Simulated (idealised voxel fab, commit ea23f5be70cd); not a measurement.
Module name: voxel capacitor over wiring (process module)
Xsec cut, 290 nm wide, square cell size 5 nm.
Cross-section spec: square-cell grid; bands listed top down; each band is one or more rows. It is stipulated that each band's entry specify, in nanometres, the height of the top of the band and then that of its bottom, followed by the materials of the band in left-to-right sequence, each together with its width in nanometres. A single material marked by the word "throughout" is understood to fill the band from edge to edge; the word "air" is understood to denote empty space. We count height from 0. Below that, the starting wafer is all one material. The lowest band never ends at the bottom but goes on down; see "from 0 down" for how that is written. So if you see something like "30..40" for the width, read it as the top row of the band sitting at the first number and the bottom row at the second, with every row in between moving by the same amount as the last. Take "no change occurred" at face value: in the step it is given for, the cross-section changed in none of its cells. Under "Closed void roster" you'll find the enclosed gaps, the ones with no way out to the top, that are 8 cells or bigger; each reads width x height at distance, with distance counted from the left edge, everything in nm. Read whatever lies past the settings on a step's line as the simulator's own remark about the step. overlay nm, on a step with a mask: how far to the right of its planned place the mask lay; to the left if negative.

List of planned process steps
1 RECEIVE (material Si)
2 CONFORMAL_DEP (material SiO2; thk nm 10)
3 CONFORMAL_DEP (material SiN; thk nm 5)
4 DIRECTIONAL_DEP (material SiO2; thk nm 25)
5 PATTERN (tone open; mask id METAL_1; material resist; width nm 20; pitch nm 75; thk nm 15; overlay nm 0)
6 DIRECTIONAL_ETCH (etch materials SiO2; depth nm 25)
7 DIRECTIONAL_ETCH (etch materials SiN; depth nm 5)
8 STRIP (etch materials resist)
9 CONFORMAL_DEP (material TiN; thk nm 5)
10 FILL_DEP (material Cu; thk nm 5)
11 CMP (height nm 40)
12 CONFORMAL_DEP (material SiCN; thk nm 5)
13 DIRECTIONAL_DEP (material SiO2; thk nm 15)
14 DIRECTIONAL_DEP (material aC; thk nm 15)
15 PATTERN (tone open; mask id PLUG_1; material resist; width nm 15; thk nm 35; overlay nm 0)
16 DIRECTIONAL_ETCH (etch materials aC; depth nm 15)
17 STRIP (etch materials resist)
18 DIRECTIONAL_ETCH (etch materials SiO2; depth nm 15)
19 DIRECTIONAL_ETCH (etch materials SiCN; depth nm 5)
20 STRIP (etch materials aC)
21 EPI (material Ru; thk nm 10)
22 EPI (material Ru; thk nm 10)
23 DIRECTIONAL_DEP (material TiN; thk nm 5)
24 DIRECTIONAL_DEP (material Al2O3; thk nm 5)
25 DIRECTIONAL_DEP (material TiN; thk nm 5)
26 MASKED_ETCH (tone cover; mask id UPPER_PLATE; width nm 60; etch materials TiN; depth nm 5; overlay nm 0)
27 MASKED_ETCH (tone cover; mask id UPPER_PLATE; width nm 60; etch materials Al2O3; depth nm 5; overlay nm 0)
28 MASKED_ETCH (tone cover; mask id LOWER_PLATE; width nm 70; etch materials TiN; depth nm 5; overlay nm 0)
29 FILL_DEP (material SiO2; thk nm 15)
30 CMP (height nm 85)
31 PATTERN (tone open; mask id PLUG_2; material resist; width nm 15; thk nm 20; overlay nm 0)
32 DIRECTIONAL_ETCH (etch materials SiO2; depth nm 10)
33 STRIP (etch materials resist)
34 CONFORMAL_DEP (material TiN; thk nm 5)
35 FILL_DEP (material Ru; thk nm 5)
36 CMP (height nm 85)
37 CONFORMAL_DEP (material SiCN; thk nm 5)

First wafer out of two, processed as planned

Cross-section of the incoming wafer, state after step 1
  from 0 down | Si throughout
  Closed void roster: none

After step 2
  from 10 to 0 | SiO2 throughout
  For the remainder of the cross-section, below 0, there is no change.

After step 3
  from 15 to 10 | SiN throughout
  For the remainder of the cross-section, below 10, there is no change.

After step 4
  from 40 to 15 | SiO2 throughout
  For the remainder of the cross-section, below 15, there is no change.

After step 5
  from 55 to 40 | resist: 95  air: 20  resist: 55  air: 20  resist: 100
  For the remainder of the cross-section, below 40, there is no change.

After step 6
  from 55 to 40 | resist: 95  air: 20  resist: 55  air: 20  resist: 100
  from 40 to 15 | SiO2: 95  air: 20  SiO2: 55  air: 20  SiO2: 100
  For the remainder of the cross-section, below 15, there is no change.

After step 7
  from 55 to 40 | resist: 95  air: 20  resist: 55  air: 20  resist: 100
  from 40 to 15 | SiO2: 95  air: 20  SiO2: 55  air: 20  SiO2: 100
  from 15 to 10 | SiN: 95  air: 20  SiN: 55  air: 20  SiN: 100
  For the remainder of the cross-section, below 10, there is no change.

After step 8
  from 40 to 15 | SiO2: 95  air: 20  SiO2: 55  air: 20  SiO2: 100
  For the remainder of the cross-section, below 15, there is no change.

After step 9
  from 45 to 40 | TiN: 100  air: 10  TiN: 65  air: 10  TiN: 105
  from 40 to 15 | SiO2: 95  TiN: 5  air: 10  TiN: 5  SiO2: 55  TiN: 5  air: 10  TiN: 5  SiO2: 100
  from 15 to 10 | SiN: 95  TiN: 20  SiN: 55  TiN: 20  SiN: 100
  For the remainder of the cross-section, below 10, there is no change.

After step 10
  from 50 to 45 | Cu throughout
  from 45 to 40 | TiN: 100  Cu: 10  TiN: 65  Cu: 10  TiN: 105
  from 40 to 15 | SiO2: 95  TiN: 5  Cu: 10  TiN: 5  SiO2: 55  TiN: 5  Cu: 10  TiN: 5  SiO2: 100
  For the remainder of the cross-section, below 15, there is no change.

After step 11
  from 40 to 15 | SiO2: 95  TiN: 5  Cu: 10  TiN: 5  SiO2: 55  TiN: 5  Cu: 10  TiN: 5  SiO2: 100
  For the remainder of the cross-section, below 15, there is no change.

After step 12
  from 45 to 40 | SiCN throughout
  For the remainder of the cross-section, below 40, there is no change.

After step 13
  from 60 to 45 | SiO2 throughout
  For the remainder of the cross-section, below 45, there is no change.

After step 14
  from 75 to 60 | aC throughout
  For the remainder of the cross-section, below 60, there is no change.

After step 15
  from 110 to 75 | resist: 100  air: 15  resist: 175
  For the remainder of the cross-section, below 75, there is no change.

After step 16
  from 95 to 75 | resist: 100  air: 15  resist: 175
  from 75 to 60 | aC: 100  air: 15  aC: 175
  For the remainder of the cross-section, below 60, there is no change.

After step 17
  from 75 to 60 | aC: 100  air: 15  aC: 175
  For the remainder of the cross-section, below 60, there is no change.

After step 18
  from 75 to 60 | aC: 100  air: 15  aC: 175
  from 60 to 45 | SiO2: 100  air: 15  SiO2: 175
  For the remainder of the cross-section, below 45, there is no change.

After step 19
  from 75 to 60 | aC: 100  air: 15  aC: 175
  from 60 to 45 | SiO2: 100  air: 15  SiO2: 175
  from 45 to 40 | SiCN: 100  air: 15  SiCN: 175
  For the remainder of the cross-section, below 40, there is no change.

After step 20
  from 60 to 45 | SiO2: 100  air: 15  SiO2: 175
  For the remainder of the cross-section, below 45, there is no change.

After step 21
  from 60 to 50 | SiO2: 100  air: 15  SiO2: 175
  from 50 to 45 | SiO2: 100  Ru: 15  SiO2: 175
  from 45 to 40 | SiCN: 100  Ru: 15  SiCN: 175
  For the remainder of the cross-section, below 40, there is no change.

After step 22
  from 60 to 45 | SiO2: 100  Ru: 15  SiO2: 175
  For the remainder of the cross-section, below 45, there is no change.

After step 23
  from 65 to 60 | TiN throughout
  For the remainder of the cross-section, below 60, there is no change.

After step 24
  from 70 to 65 | Al2O3 throughout
  For the remainder of the cross-section, below 65, there is no change.

After step 25
  from 75 to 70 | TiN throughout
  For the remainder of the cross-section, below 70, there is no change.

After step 26
  from 75 to 70 | air: 100  TiN: 60  air: 130
  For the remainder of the cross-section, below 70, there is no change.

After step 27
  from 75 to 70 | air: 100  TiN: 60  air: 130
  from 70 to 65 | air: 100  Al2O3: 60  air: 130
  For the remainder of the cross-section, below 65, there is no change.

After step 28
  from 75 to 70 | air: 100  TiN: 60  air: 130
  from 70 to 65 | air: 100  Al2O3: 60  air: 130
  from 65 to 60 | air: 95  TiN: 70  air: 125
  For the remainder of the cross-section, below 60, there is no change.

After step 29
  from 90 to 75 | SiO2 throughout
  from 75 to 70 | SiO2: 100  TiN: 60  SiO2: 130
  from 70 to 65 | SiO2: 100  Al2O3: 60  SiO2: 130
  from 65 to 60 | SiO2: 95  TiN: 70  SiO2: 125
  For the remainder of the cross-section, below 60, there is no change.

After step 30
  from 85 to 75 | SiO2 throughout
  For the remainder of the cross-section, below 75, there is no change.

After step 31
  from 105 to 85 | resist: 110  air: 15  resist: 165
  For the remainder of the cross-section, below 85, there is no change.

After step 32
  from 105 to 85 | resist: 110  air: 15  resist: 165
  from 85 to 75 | SiO2: 110  air: 15  SiO2: 165
  For the remainder of the cross-section, below 75, there is no change.

After step 33
  from 85 to 75 | SiO2: 110  air: 15  SiO2: 165
  For the remainder of the cross-section, below 75, there is no change.

After step 34
  from 90 to 85 | TiN: 115  air: 5  TiN: 170
  from 85 to 80 | SiO2: 110  TiN: 5  air: 5  TiN: 5  SiO2: 165
  from 80 to 70 | SiO2: 110..100  TiN: 15..60  SiO2: 165..130
  For the remainder of the cross-section, below 70, there is no change.

After step 35
  from 95 to 90 | Ru throughout
  from 90 to 85 | TiN: 115  Ru: 5  TiN: 170
  from 85 to 80 | SiO2: 110  TiN: 5  Ru: 5  TiN: 5  SiO2: 165
  For the remainder of the cross-section, below 80, there is no change.

After step 36
  from 85 to 80 | SiO2: 110  TiN: 5  Ru: 5  TiN: 5  SiO2: 165
  For the remainder of the cross-section, below 80, there is no change.

After step 37
  from 90 to 85 | SiCN throughout
  For the remainder of the cross-section, below 85, there is no change.

Second of two: same start, same plan, one run error; steps up to and including 4 match the first

The second wafer cut through, at the time step 5 was supposed to be finished
  from 55 to 40 | resist: 95  air: 25  resist: 50  air: 25  resist: 95
  For the remainder of the cross-section, below 40, there is no change.

The second wafer cut through, at the time step 6 was supposed to be finished
  from 55 to 40 | resist: 95  air: 25  resist: 50  air: 25  resist: 95
  from 40 to 15 | SiO2: 95  air: 25  SiO2: 50  air: 25  SiO2: 95
  For the remainder of the cross-section, below 15, there is no change.

The second wafer cut through, at the time step 7 was supposed to be finished
  from 55 to 40 | resist: 95  air: 25  resist: 50  air: 25  resist: 95
  from 40 to 15 | SiO2: 95  air: 25  SiO2: 50  air: 25  SiO2: 95
  from 15 to 10 | SiN: 95  air: 25  SiN: 50  air: 25  SiN: 95
  For the remainder of the cross-section, below 10, there is no change.

The second wafer cut through, at the time step 8 was supposed to be finished
  from 40 to 15 | SiO2: 95  air: 25  SiO2: 50  air: 25  SiO2: 95
  For the remainder of the cross-section, below 15, there is no change.

The second wafer cut through, at the time step 9 was supposed to be finished
  from 45 to 40 | TiN: 100  air: 15  TiN: 60  air: 15  TiN: 100
  from 40 to 15 | SiO2: 95  TiN: 5  air: 15  TiN: 5  SiO2: 50  TiN: 5  air: 15  TiN: 5  SiO2: 95
  from 15 to 10 | SiN: 95  TiN: 25  SiN: 50  TiN: 25  SiN: 95
  For the remainder of the cross-section, below 10, there is no change.

The second wafer cut through, at the time step 10 was supposed to be finished
  from 50 to 45 | Cu throughout
  from 45 to 40 | TiN: 100  Cu: 15  TiN: 60  Cu: 15  TiN: 100
  from 40 to 15 | SiO2: 95  TiN: 5  Cu: 15  TiN: 5  SiO2: 50  TiN: 5  Cu: 15  TiN: 5  SiO2: 95
  For the remainder of the cross-section, below 15, there is no change.

The second wafer cut through, at the time step 11 was supposed to be finished
  from 40 to 15 | SiO2: 95  TiN: 5  Cu: 15  TiN: 5  SiO2: 50  TiN: 5  Cu: 15  TiN: 5  SiO2: 95
  For the remainder of the cross-section, below 15, there is no change.

The second wafer cut through, at the time step 12 was supposed to be finished
  from 45 to 40 | SiCN throughout
  For the remainder of the cross-section, below 40, there is no change.

The second wafer cut through, at the time step 13 was supposed to be finished
  from 60 to 45 | SiO2 throughout
  For the remainder of the cross-section, below 45, there is no change.

The second wafer cut through, at the time step 14 was supposed to be finished
  from 75 to 60 | aC throughout
  For the remainder of the cross-section, below 60, there is no change.

The second wafer cut through, at the time step 15 was supposed to be finished
  from 110 to 75 | resist: 100  air: 15  resist: 175
  For the remainder of the cross-section, below 75, there is no change.

The second wafer cut through, at the time step 16 was supposed to be finished
  from 95 to 75 | resist: 100  air: 15  resist: 175
  from 75 to 60 | aC: 100  air: 15  aC: 175
  For the remainder of the cross-section, below 60, there is no change.

The second wafer cut through, at the time step 17 was supposed to be finished
  from 75 to 60 | aC: 100  air: 15  aC: 175
  For the remainder of the cross-section, below 60, there is no change.

The second wafer cut through, at the time step 18 was supposed to be finished
  from 75 to 60 | aC: 100  air: 15  aC: 175
  from 60 to 45 | SiO2: 100  air: 15  SiO2: 175
  For the remainder of the cross-section, below 45, there is no change.

The second wafer cut through, at the time step 19 was supposed to be finished
  from 75 to 60 | aC: 100  air: 15  aC: 175
  from 60 to 45 | SiO2: 100  air: 15  SiO2: 175
  from 45 to 40 | SiCN: 100  air: 15  SiCN: 175
  For the remainder of the cross-section, below 40, there is no change.

The second wafer cut through, at the time step 20 was supposed to be finished
  from 60 to 45 | SiO2: 100  air: 15  SiO2: 175
  For the remainder of the cross-section, below 45, there is no change.

The second wafer cut through, at the time step 21 was supposed to be finished
  from 60 to 50 | SiO2: 100  air: 15  SiO2: 175
  from 50 to 45 | SiO2: 100  Ru: 15  SiO2: 175
  from 45 to 40 | SiCN: 100  Ru: 15  SiCN: 175
  For the remainder of the cross-section, below 40, there is no change.

The second wafer cut through, at the time step 22 was supposed to be finished
  from 60 to 45 | SiO2: 100  Ru: 15  SiO2: 175
  For the remainder of the cross-section, below 45, there is no change.

The second wafer cut through, at the time step 23 was supposed to be finished
  from 65 to 60 | TiN throughout
  For the remainder of the cross-section, below 60, there is no change.

The second wafer cut through, at the time step 24 was supposed to be finished
  from 70 to 65 | Al2O3 throughout
  For the remainder of the cross-section, below 65, there is no change.

The second wafer cut through, at the time step 25 was supposed to be finished
  from 75 to 70 | TiN throughout
  For the remainder of the cross-section, below 70, there is no change.

The second wafer cut through, at the time step 26 was supposed to be finished
  from 75 to 70 | air: 100  TiN: 60  air: 130
  For the remainder of the cross-section, below 70, there is no change.

The second wafer cut through, at the time step 27 was supposed to be finished
  from 75 to 70 | air: 100  TiN: 60  air: 130
  from 70 to 65 | air: 100  Al2O3: 60  air: 130
  For the remainder of the cross-section, below 65, there is no change.

The second wafer cut through, at the time step 28 was supposed to be finished
  from 75 to 70 | air: 100  TiN: 60  air: 130
  from 70 to 65 | air: 100  Al2O3: 60  air: 130
  from 65 to 60 | air: 95  TiN: 70  air: 125
  For the remainder of the cross-section, below 60, there is no change.

The second wafer cut through, at the time step 29 was supposed to be finished
  from 90 to 75 | SiO2 throughout
  from 75 to 70 | SiO2: 100  TiN: 60  SiO2: 130
  from 70 to 65 | SiO2: 100  Al2O3: 60  SiO2: 130
  from 65 to 60 | SiO2: 95  TiN: 70  SiO2: 125
  For the remainder of the cross-section, below 60, there is no change.

The second wafer cut through, at the time step 30 was supposed to be finished
  from 85 to 75 | SiO2 throughout
  For the remainder of the cross-section, below 75, there is no change.

The second wafer cut through, at the time step 31 was supposed to be finished
  from 105 to 85 | resist: 110  air: 15  resist: 165
  For the remainder of the cross-section, below 85, there is no change.

The second wafer cut through, at the time step 32 was supposed to be finished
  from 105 to 85 | resist: 110  air: 15  resist: 165
  from 85 to 75 | SiO2: 110  air: 15  SiO2: 165
  For the remainder of the cross-section, below 75, there is no change.

The second wafer cut through, at the time step 33 was supposed to be finished
  from 85 to 75 | SiO2: 110  air: 15  SiO2: 165
  For the remainder of the cross-section, below 75, there is no change.

The second wafer cut through, at the time step 34 was supposed to be finished
  from 90 to 85 | TiN: 115  air: 5  TiN: 170
  from 85 to 80 | SiO2: 110  TiN: 5  air: 5  TiN: 5  SiO2: 165
  from 80 to 70 | SiO2: 110..100  TiN: 15..60  SiO2: 165..130
  For the remainder of the cross-section, below 70, there is no change.

The second wafer cut through, at the time step 35 was supposed to be finished
  from 95 to 90 | Ru throughout
  from 90 to 85 | TiN: 115  Ru: 5  TiN: 170
  from 85 to 80 | SiO2: 110  TiN: 5  Ru: 5  TiN: 5  SiO2: 165
  For the remainder of the cross-section, below 80, there is no change.

The second wafer cut through, at the time step 36 was supposed to be finished
  from 85 to 80 | SiO2: 110  TiN: 5  Ru: 5  TiN: 5  SiO2: 165
  For the remainder of the cross-section, below 80, there is no change.

The second wafer cut through, at the time step 37 was supposed to be finished
  from 90 to 85 | SiCN throughout
  For the remainder of the cross-section, below 85, there is no change.
Run error: for step 5, the planned setting was not used; the step was instead run as PATTERN (tone open; mask id METAL_1; material resist; width nm 25; pitch nm 75; thk nm 15; overlay nm 0)
Final tally in cells, some materials are higher or lower on the second wafer than on the first: Cu +10 | SiN -2 | SiO2 -10 | TiN +2
